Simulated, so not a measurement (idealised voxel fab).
You're looking at the process module voxel local oxidation.
It is cross-section cut that appears here, measuring 205 nm in width, its square cells being 5 nm in size.
Reading order for cross-sections: top band down to bottom band. Underlying form: a grid of square cells. Band size: one or more rows of cells.
Look at the band entry: it leads with the top's height and the bottom's height in nm. Then it lists the materials left to right, with a width in nm for each. The word "throughout" on a single material says that material fills the band edge to edge. The word "air" is empty space.
Height 0 is the level under which the wafer as received is all one material. The lowest band goes on downwards, as in "0 down".
Top row gets the first number, bottom row gets the second, and each row in between changes by the same step: that is how a band width like "30->40" works.
Any step labelled "remained unchanged" changed none of the cells in the cross-section.
What "Catalogued sealed voids" gives you is every empty space of 8 cells or more that is cut off from the top. Each appears as width x height at distance, with the distance taken from the left edge and width, height and distance all in nm.
What comes after the settings on a step's line is commentary from the simulator itself on that step.
overlay nm: how far to the right of its planned place the mask lay on this masked step (negative: to the left).
Note: before/after cross-section pairs follow, one process step per pair, after-side truncated at the lowest changed band, step and settings given beneath. Different runs of this module on the same starting wafer may supply the pairs; a pair continues the one above only where the "Pre-process cross-section" entry says so.

Pre-process cross-section:
0 down: Si throughout
Catalogued sealed voids: none

Post-Step Section View:
5 to 0: SiO2 throughout
Nothing below the height 0 has changed.
Catalogued sealed voids: none
The transition between the preceding cross-sections is accomplished by CONFORMAL_DEP (material SiO2; thk nm 5)

Pre-process cross-section: this step begins from the cross-section that the pair just above shows after its step.

Post-Step Section View:
15 to 5: SiN throughout
Nothing below the height 5 has changed.
Catalogued sealed voids: none
The transition between the preceding cross-sections is accomplished by CONFORMAL_DEP (material SiN; thk nm 10)

Pre-process cross-section: this step begins from the cross-section that the pair just above shows after its step.

Post-Step Section View:
30 to 15: aC throughout
Nothing below the height 15 has changed.
Catalogued sealed voids: none
The transition between the preceding cross-sections is accomplished by DIRECTIONAL_DEP (material aC; thk nm 15)

Pre-process cross-section: this step begins from the cross-section that the pair just above shows after its step.

Post-Step Section View:
60 to 30: air 50 | resist 105 | air 50
Nothing below the height 30 has changed.
Catalogued sealed voids: none
The transition between the preceding cross-sections is accomplished by PATTERN (tone cover; mask id ACTIVE; material resist; width nm 105; thk nm 30; overlay nm 0)

Pre-process cross-section: this step begins from the cross-section that the pair just above shows after its step.

Post-Step Section View:
45 to 30: air 50 | resist 105 | air 50
30 to 15: air 50 | aC 105 | air 50
Nothing below the height 15 has changed.
Catalogued sealed voids: none
The transition between the preceding cross-sections is accomplished by DIRECTIONAL_ETCH (etch materials aC; depth nm 15)

Pre-process cross-section: this step begins from the cross-section that the pair just above shows after its step.

Post-Step Section View:
30 to 15: air 50 | aC 105 | air 50
Nothing below the height 15 has changed.
Catalogued sealed voids: none
The transition between the preceding cross-sections is accomplished by STRIP (etch materials resist)

Pre-process cross-section: this step begins from the cross-section that the pair just above shows after its step.

Post-Step Section View:
30 to 15: air 50 | aC 105 | air 50
15 to 5: air 50 | SiN 105 | air 50
Nothing below the height 5 has changed.
Catalogued sealed voids: none
The transition between the preceding cross-sections is accomplished by DIRECTIONAL_ETCH (etch materials SiN; depth nm 10)

Pre-process cross-section: this step begins from the cross-section that the pair just above shows after its step.

Post-Step Section View:
15 to 5: air 50 | SiN 105 | air 50
Nothing below the height 5 has changed.
Catalogued sealed voids: none
The transition between the preceding cross-sections is accomplished by STRIP (etch materials aC)

Pre-process cross-section: this step begins from the cross-section that the pair just above shows after its step.

Post-Step Section View:
15 to 5: air 50 | SiN 105 | air 50
5 to 0: air 55 | SiO2 95 | air 55
Nothing below the height 0 has changed.
Catalogued sealed voids: none
The transition between the preceding cross-sections is accomplished by SELECTIVE_ETCH (etch materials SiO2; depth nm 5)

Pre-process cross-section: this step begins from the cross-section that the pair just above shows after its step.

Post-Step Section View:
15 to 5: air 50 | SiN 105 | air 50
5 to 0: air 55 | SiO2 95 | air 55
0 to -15: SiO2 70 | Si 65 | SiO2 70
Nothing below the height -15 has changed.
Catalogued sealed voids: none
The transition between the preceding cross-sections is accomplished by OXIDIZE (depth nm 15)

Pre-process cross-section: this step begins from the cross-section that the pair just above shows after its step.

Post-Step Section View:
5 to 0: air 55 | SiO2 95 | air 55
Nothing below the height 0 has changed.
Catalogued sealed voids: none
The transition between the preceding cross-sections is accomplished by STRIP (etch materials SiN)

Pre-process cross-section:
0 down: Si throughout
Catalogued sealed voids: none

Post-Step Section View:
10 to 0: SiN throughout
Nothing below the height 0 has changed.
Catalogued sealed voids: none
The transition between the preceding cross-sections is accomplished by CONFORMAL_DEP (material SiN; thk nm 10)

Pre-process cross-section: this step begins from the cross-section that the pair just above shows after its step.

Post-Step Section View:
25 to 10: aC throughout
Nothing below the height 10 has changed.
Catalogued sealed voids: none
The transition between the preceding cross-sections is accomplished by DIRECTIONAL_DEP (material aC; thk nm 15)

Pre-process cross-section: this step begins from the cross-section that the pair just above shows after its step.

Post-Step Section View:
55 to 25: air 50 | resist 105 | air 50
Nothing below the height 25 has changed.
Catalogued sealed voids: none
The transition between the preceding cross-sections is accomplished by PATTERN (tone cover; mask id ACTIVE; material resist; width nm 105; thk nm 30; overlay nm 0)

Pre-process cross-section: this step begins from the cross-section that the pair just above shows after its step.

Post-Step Section View:
40 to 25: air 50 | resist 105 | air 50
25 to 10: air 50 | aC 105 | air 50
Nothing below the height 10 has changed.
Catalogued sealed voids: none
The transition between the preceding cross-sections is accomplished by DIRECTIONAL_ETCH (etch materials aC; depth nm 15)

Pre-process cross-section: this step begins from the cross-section that the pair just above shows after its step.

Post-Step Section View:
25 to 10: air 50 | aC 105 | air 50
Nothing below the height 10 has changed.
Catalogued sealed voids: none
The transition between the preceding cross-sections is accomplished by STRIP (etch materials resist)

Pre-process cross-section: this step begins from the cross-section that the pair just above shows after its step.

Post-Step Section View:
25 to 10: air 50 | aC 105 | air 50
10 to 0: air 50 | SiN 105 | air 50
Nothing below the height 0 has changed.
Catalogued sealed voids: none
The transition between the preceding cross-sections is accomplished by DIRECTIONAL_ETCH (etch materials SiN; depth nm 10)

Pre-process cross-section: this step begins from the cross-section that the pair just above shows after its step.

Post-Step Section View:
10 to 0: air 50 | SiN 105 | air 50
Nothing below the height 0 has changed.
Catalogued sealed voids: none
The transition between the preceding cross-sections is accomplished by STRIP (etch materials aC)

Pre-process cross-section: this step begins from the cross-section that the pair just above shows after its step.

Post-Step Section View:
10 to 0: air 50 | SiN 105 | air 50
0 to -15: SiO2 65 | Si 75 | SiO2 65
Nothing below the height -15 has changed.
Catalogued sealed voids: none
The transition between the preceding cross-sections is accomplished by OXIDIZE (depth nm 15)

Pre-process cross-section: this step begins from the cross-section that the pair just above shows after its step.

Post-Step Section View:
0 to -15: SiO2 65 | Si 75 | SiO2 65
Nothing below the height -15 has changed.
Catalogued sealed voids: none
The transition between the preceding cross-sections is accomplished by STRIP (etch materials SiN)

Pre-process cross-section:
15 to 5: air 50 | SiN 105 | air 50
5 to 0: air 55 | SiO2 95 | air 55
0 down: Si throughout
Catalogued sealed voids: none

Post-Step Section View:
5 to 0: air 55 | SiO2 95 | air 55
Nothing below the height 0 has changed.
Catalogued sealed voids: none
The transition between the preceding cross-sections is accomplished by STRIP (etch materials SiN)

Pre-process cross-section: this step begins from the cross-section that the pair just above shows after its step.

Post-Step Section View:
5 to 0: air 55 | SiO2 95 | air 55
0 to -15: SiO2 70 | Si 65 | SiO2 70
Nothing below the height -15 has changed.
Catalogued sealed voids: none
The transition between the preceding cross-sections is accomplished by OXIDIZE (depth nm 15)

Pre-process cross-section:
15 to 5: air 50 | SiN 105 | air 50
5 to 0: air 55 | SiO2 95 | air 55
0 down: Si throughout
Catalogued sealed voids: none

Post-Step Section View:
15 to 5: air 50 | SiN 105 | air 50
5 to 0: air 55 | SiO2 95 | air 55
0 to -20: SiO2 75 | Si 55 | SiO2 75
Nothing below the height -20 has changed.
Catalogued sealed voids: none
The transition between the preceding cross-sections is accomplished by OXIDIZE (depth nm 20)

Pre-process cross-section: this step begins from the cross-section that the pair just above shows after its step.

Post-Step Section View:
5 to 0: air 55 | SiO2 95 | air 55
Nothing below the height 0 has changed.
Catalogued sealed voids: none
The transition between the preceding cross-sections is accomplished by STRIP (etch materials SiN)

Pre-process cross-section:
30 to 15: aC throughout
15 to 5: SiN throughout
5 to 0: SiO2 throughout
0 down: Si throughout
Catalogued sealed voids: none

Post-Step Section View:
60 to 30: air 50 | resist 110 | air 45
Nothing below the height 30 has changed.
Catalogued sealed voids: none
The transition between the preceding cross-sections is accomplished by PATTERN (tone cover; mask id ACTIVE; material resist; width nm 110; thk nm 30; overlay nm 0)

Pre-process cross-section: this step begins from the cross-section that the pair just above shows after its step.

Post-Step Section View:
45 to 30: air 50 | resist 110 | air 45
30 to 15: air 50 | aC 110 | air 45
Nothing below the height 15 has changed.
Catalogued sealed voids: none
The transition between the preceding cross-sections is accomplished by DIRECTIONAL_ETCH (etch materials aC; depth nm 15)

Pre-process cross-section: this step begins from the cross-section that the pair just above shows after its step.

Post-Step Section View:
30 to 15: air 50 | aC 110 | air 45
Nothing below the height 15 has changed.
Catalogued sealed voids: none
The transition between the preceding cross-sections is accomplished by STRIP (etch materials resist)

Pre-process cross-section: this step begins from the cross-section that the pair just above shows after its step.

Post-Step Section View:
30 to 15: air 50 | aC 110 | air 45
15 to 5: air 50 | SiN 110 | air 45
Nothing below the height 5 has changed.
Catalogued sealed voids: none
The transition between the preceding cross-sections is accomplished by DIRECTIONAL_ETCH (etch materials SiN; depth nm 10)

Pre-process cross-section: this step begins from the cross-section that the pair just above shows after its step.

Post-Step Section View:
15 to 5: air 50 | SiN 110 | air 45
Nothing below the height 5 has changed.
Catalogued sealed voids: none
The transition between the preceding cross-sections is accomplished by STRIP (etch materials aC)

Pre-process cross-section: this step begins from the cross-section that the pair just above shows after its step.

Post-Step Section View:
15 to 5: air 50 | SiN 110 | air 45
5 to 0: air 55 | SiO2 100 | air 50
Nothing below the height 0 has changed.
Catalogued sealed voids: none
The transition between the preceding cross-sections is accomplished by SELECTIVE_ETCH (etch materials SiO2; depth nm 5)

Pre-process cross-section: this step begins from the cross-section that the pair just above shows after its step.

Post-Step Section View:
15 to 5: air 50 | SiN 110 | air 45
5 to 0: air 55 | SiO2 100 | air 50
0 to -15: SiO2 70 | Si 70 | SiO2 65
Nothing below the height -15 has changed.
Catalogued sealed voids: none
The transition between the preceding cross-sections is accomplished by OXIDIZE (depth nm 15)

Pre-process cross-section: this step begins from the cross-section that the pair just above shows after its step.

Post-Step Section View:
5 to 0: air 55 | SiO2 100 | air 50
Nothing below the height 0 has changed.
Catalogued sealed voids: none
The transition between the preceding cross-sections is accomplished by STRIP (etch materials SiN)

Pre-process cross-section:
30 to 15: aC throughout
15 to 5: SiN throughout
5 to 0: SiO2 throughout
0 down: Si throughout
Catalogued sealed voids: none

Post-Step Section View:
60 to 30: air 45 | resist 105 | air 55
Nothing below the height 30 has changed.
Catalogued sealed voids: none
The transition between the preceding cross-sections is accomplished by PATTERN (tone cover; mask id ACTIVE; material resist; width nm 105; thk nm 30; overlay nm -5)

Pre-process cross-section: this step begins from the cross-section that the pair just above shows after its step.

Post-Step Section View:
45 to 30: air 45 | resist 105 | air 55
30 to 15: air 45 | aC 105 | air 55
Nothing below the height 15 has changed.
Catalogued sealed voids: none
The transition between the preceding cross-sections is accomplished by DIRECTIONAL_ETCH (etch materials aC; depth nm 15)

Pre-process cross-section: this step begins from the cross-section that the pair just above shows after its step.

Post-Step Section View:
30 to 15: air 45 | aC 105 | air 55
Nothing below the height 15 has changed.
Catalogued sealed voids: none
The transition between the preceding cross-sections is accomplished by STRIP (etch materials resist)

Pre-process cross-section: this step begins from the cross-section that the pair just above shows after its step.

Post-Step Section View:
30 to 15: air 45 | aC 105 | air 55
15 to 5: air 45 | SiN 105 | air 55
Nothing below the height 5 has changed.
Catalogued sealed voids: none
The transition between the preceding cross-sections is accomplished by DIRECTIONAL_ETCH (etch materials SiN; depth nm 10)

Pre-process cross-section: this step begins from the cross-section that the pair just above shows after its step.

Post-Step Section View:
15 to 5: air 45 | SiN 105 | air 55
Nothing below the height 5 has changed.
Catalogued sealed voids: none
The transition between the preceding cross-sections is accomplished by STRIP (etch materials aC)

Pre-process cross-section: this step begins from the cross-section that the pair just above shows after its step.

Post-Step Section View:
15 to 5: air 45 | SiN 105 | air 55
5 to 0: air 50 | SiO2 95 | air 60
Nothing below the height 0 has changed.
Catalogued sealed voids: none
The transition between the preceding cross-sections is accomplished by SELECTIVE_ETCH (etch materials SiO2; depth nm 5)

Pre-process cross-section: this step begins from the cross-section that the pair just above shows after its step.

Post-Step Section View:
15 to 5: air 45 | SiN 105 | air 55
5 to 0: air 50 | SiO2 95 | air 60
0 to -15: SiO2 65 | Si 65 | SiO2 75
Nothing below the height -15 has changed.
Catalogued sealed voids: none
The transition between the preceding cross-sections is accomplished by OXIDIZE (depth nm 15)

Pre-process cross-section: this step begins from the cross-section that the pair just above shows after its step.

Post-Step Section View:
5 to 0: air 50 | SiO2 95 | air 60
Nothing below the height 0 has changed.
Catalogued sealed voids: none
The transition between the preceding cross-sections is accomplished by STRIP (etch materials SiN)

Pre-process cross-section:
5 to 0: SiO2 throughout
0 down: Si throughout
Catalogued sealed voids: none

Post-Step Section View:
15 to 0: SiO2 throughout
Nothing below the height 0 has changed.
Catalogued sealed voids: none
The transition between the preceding cross-sections is accomplished by CONFORMAL_DEP (material SiO2; thk nm 10)

Pre-process cross-section: this step begins from the cross-section that the pair just above shows after its step.

Post-Step Section View:
30 to 15: aC throughout
Nothing below the height 15 has changed.
Catalogued sealed voids: none
The transition between the preceding cross-sections is accomplished by DIRECTIONAL_DEP (material aC; thk nm 15)

Pre-process cross-section: this step begins from the cross-section that the pair just above shows after its step.

Post-Step Section View:
60 to 30: air 50 | resist 105 | air 50
Nothing below the height 30 has changed.
Catalogued sealed voids: none
The transition between the preceding cross-sections is accomplished by PATTERN (tone cover; mask id ACTIVE; material resist; width nm 105; thk nm 30; overlay nm 0)

Pre-process cross-section: this step begins from the cross-section that the pair just above shows after its step.

Post-Step Section View:
45 to 30: air 50 | resist 105 | air 50
30 to 15: air 50 | aC 105 | air 50
Nothing below the height 15 has changed.
Catalogued sealed voids: none
The transition between the preceding cross-sections is accomplished by DIRECTIONAL_ETCH (etch materials aC; depth nm 15)

Pre-process cross-section: this step begins from the cross-section that the pair just above shows after its step.

Post-Step Section View:
30 to 15: air 50 | aC 105 | air 50
Nothing below the height 15 has changed.
Catalogued sealed voids: none
The transition between the preceding cross-sections is accomplished by STRIP (etch materials resist)

Pre-process cross-section: this step begins from the cross-section that the pair just above shows after its step.

Post-Step Section View:
15 to 0: SiO2 throughout
Nothing below the height 0 has changed.
Catalogued sealed voids: none
The transition between the preceding cross-sections is accomplished by STRIP (etch materials aC)

Pre-process cross-section: this step begins from the cross-section that the pair just above shows after its step.

Post-Step Section View:
10 to 0: SiO2 throughout
Nothing below the height 0 has changed.
Catalogued sealed voids: none
The transition between the preceding cross-sections is accomplished by SELECTIVE_ETCH (etch materials SiO2; depth nm 5)

Pre-process cross-section:
30 to 15: aC throughout
15 to 5: SiN throughout
5 to 0: SiO2 throughout
0 down: Si throughout
Catalogued sealed voids: none

Post-Step Section View:
60 to 30: resist 50 | air 105 | resist 50
Nothing below the height 30 has changed.
Catalogued sealed voids: none
The transition between the preceding cross-sections is accomplished by PATTERN (tone open; mask id ACTIVE; material resist; width nm 105; thk nm 30; overlay nm 0)

Pre-process cross-section: this step begins from the cross-section that the pair just above shows after its step.

Post-Step Section View:
45 to 30: resist 50 | air 105 | resist 50
30 to 15: aC 50 | air 105 | aC 50
Nothing below the height 15 has changed.
Catalogued sealed voids: none
The transition between the preceding cross-sections is accomplished by DIRECTIONAL_ETCH (etch materials aC; depth nm 15)

Pre-process cross-section: this step begins from the cross-section that the pair just above shows after its step.

Post-Step Section View:
30 to 15: aC 50 | air 105 | aC 50
Nothing below the height 15 has changed.
Catalogued sealed voids: none
The transition between the preceding cross-sections is accomplished by STRIP (etch materials resist)

Pre-process cross-section: this step begins from the cross-section that the pair just above shows after its step.

Post-Step Section View:
30 to 15: aC 50 | air 105 | aC 50
15 to 5: SiN 50 | air 105 | SiN 50
Nothing below the height 5 has changed.
Catalogued sealed voids: none
The transition between the preceding cross-sections is accomplished by DIRECTIONAL_ETCH (etch materials SiN; depth nm 10)

Pre-process cross-section: this step begins from the cross-section that the pair just above shows after its step.

Post-Step Section View:
15 to 5: SiN 50 | air 105 | SiN 50
Nothing below the height 5 has changed.
Catalogued sealed voids: none
The transition between the preceding cross-sections is accomplished by STRIP (etch materials aC)

Pre-process cross-section: this step begins from the cross-section that the pair just above shows after its step.

Post-Step Section View:
15 to 5: SiN 50 | air 105 | SiN 50
5 to 0: SiO2 45 | air 115 | SiO2 45
Nothing below the height 0 has changed.
Catalogued sealed voids: none
The transition between the preceding cross-sections is accomplished by SELECTIVE_ETCH (etch materials SiO2; depth nm 5)

Pre-process cross-section: this step begins from the cross-section that the pair just above shows after its step.

Post-Step Section View:
15 to 5: SiN 50 | air 105 | SiN 50
5 to 0: SiO2 45 | air 115 | SiO2 45
0 to -15: Si 30 | SiO2 145 | Si 30
Nothing below the height -15 has changed.
Catalogued sealed voids: none
The transition between the preceding cross-sections is accomplished by OXIDIZE (depth nm 15)

Pre-process cross-section: this step begins from the cross-section that the pair just above shows after its step.

Post-Step Section View:
5 to 0: SiO2 45 | air 115 | SiO2 45
Nothing below the height 0 has changed.
Catalogued sealed voids: none
The transition between the preceding cross-sections is accomplished by STRIP (etch materials SiN)
